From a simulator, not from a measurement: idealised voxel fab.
voxel fin reveal: a process module
The cross-section shown here is cut; it is 180 nm wide and divided into square cells measuring 5 nm on a side.
Heads up, the way a cross-section reads in here is a grid of square cells, handed over as bands from the top down, with every band being one or more rows of cells.
For a band, the entry starts with two heights in nm, that of the top and then that of the bottom, and carries on with the band's materials in order from left to right, each alongside its width in nm; the word "full width" beside a single material means it fills the band edge to edge, and "blank" means empty space.
Convention: height 0 is the level below which the wafer, as received, is all one material. The lowest band does not terminate at the bottom but continues downward, represented as "0 nm and below".
The width entry "30..40" should be interpreted row by row: the top row of cells in the band takes the first number, the bottom row takes the second number, and the change between adjacent rows is uniform throughout.
Any step labelled "no alterations made" changed none of the cells in the cross-section.
"Enclosed internal cavities" specifies each empty space that is not open to the top and that occupies no fewer than 8 cells, using the form width x height at distance, the distance measured from the left edge and all three quantities in nm.
Formally, on a step line, whatever follows the settings is a remark that the simulator itself makes on the step.
A step line may carry the setting "overlay nm", which, for steps involving a mask, states the distance by which the mask lay to the right of its intended position; negative values denote displacement to the left.
## Set out below are the planned steps of the process
1: RECEIVE: material Si
2: CONFORMAL_DEP: material SiN, thk nm 10
3: MASKED_ETCH: tone cover, mask id FINS, width nm 15, pitch nm 40, etch materials SiN, depth nm 10, overlay nm 0
4: MASKED_ETCH: tone cover, mask id FINS, width nm 15, pitch nm 40, etch materials Si, depth nm 35, overlay nm 0
5: OXIDIZE: depth nm 5
6: FILL_DEP: material SiO2, thk nm 5
7: CMP: height nm 10
8: SELECTIVE_ETCH: etch materials SiO2, depth nm 25
9: STRIP: etch materials SiN
10: CONFORMAL_DEP: material HfO2, thk nm 5
## As-received wafer cross-section (after step 1)
* 0 nm and below: Si full width
* Enclosed internal cavities: none
## Cross-section, first of two wafers, end of module, run as planned
* 5 nm to 0 nm: blank (60) | HfO2 (15) | blank (25) | HfO2 (15) | blank (65)
* 0 nm to -10 nm: blank (60) | HfO2 (5) | Si (5) | HfO2 (5) | blank (25) | HfO2 (5) | Si (5) | HfO2 (5) | blank (65)
* -10 nm to -15 nm: HfO2 (65) | Si (5) | HfO2 (35) | Si (5) | HfO2 (70)
* -15 nm to -40 nm: SiO2 (65) | Si (5) | SiO2 (35) | Si (5) | SiO2 (70)
* -40 nm and below: Si full width
* Enclosed internal cavities: none
## Cross-sectional view of the second of two wafers upon completion of the module. This wafer shared its starting condition and process plan with the first; one error was made during its execution
* 5 nm to 0 nm: HfO2 (60) | blank (15) | HfO2 (25) | blank (15) | HfO2 (65)
* 0 nm to -5 nm: Si (55) | HfO2 (25) | Si (15) | HfO2 (25) | Si (60)
* -5 nm and below: Si full width
* Enclosed internal cavities: none
Nonconformance to the process plan: step 3 did not happen as planned, as run it was MASKED_ETCH: tone open, mask id FINS, width nm 15, pitch nm 40, etch materials SiN, depth nm 10, overlay nm 0
End of process, cell counts, second wafer against first, materials with more or fewer: 8 fewer of HfO2; 262 more of Si; 170 fewer of SiO2
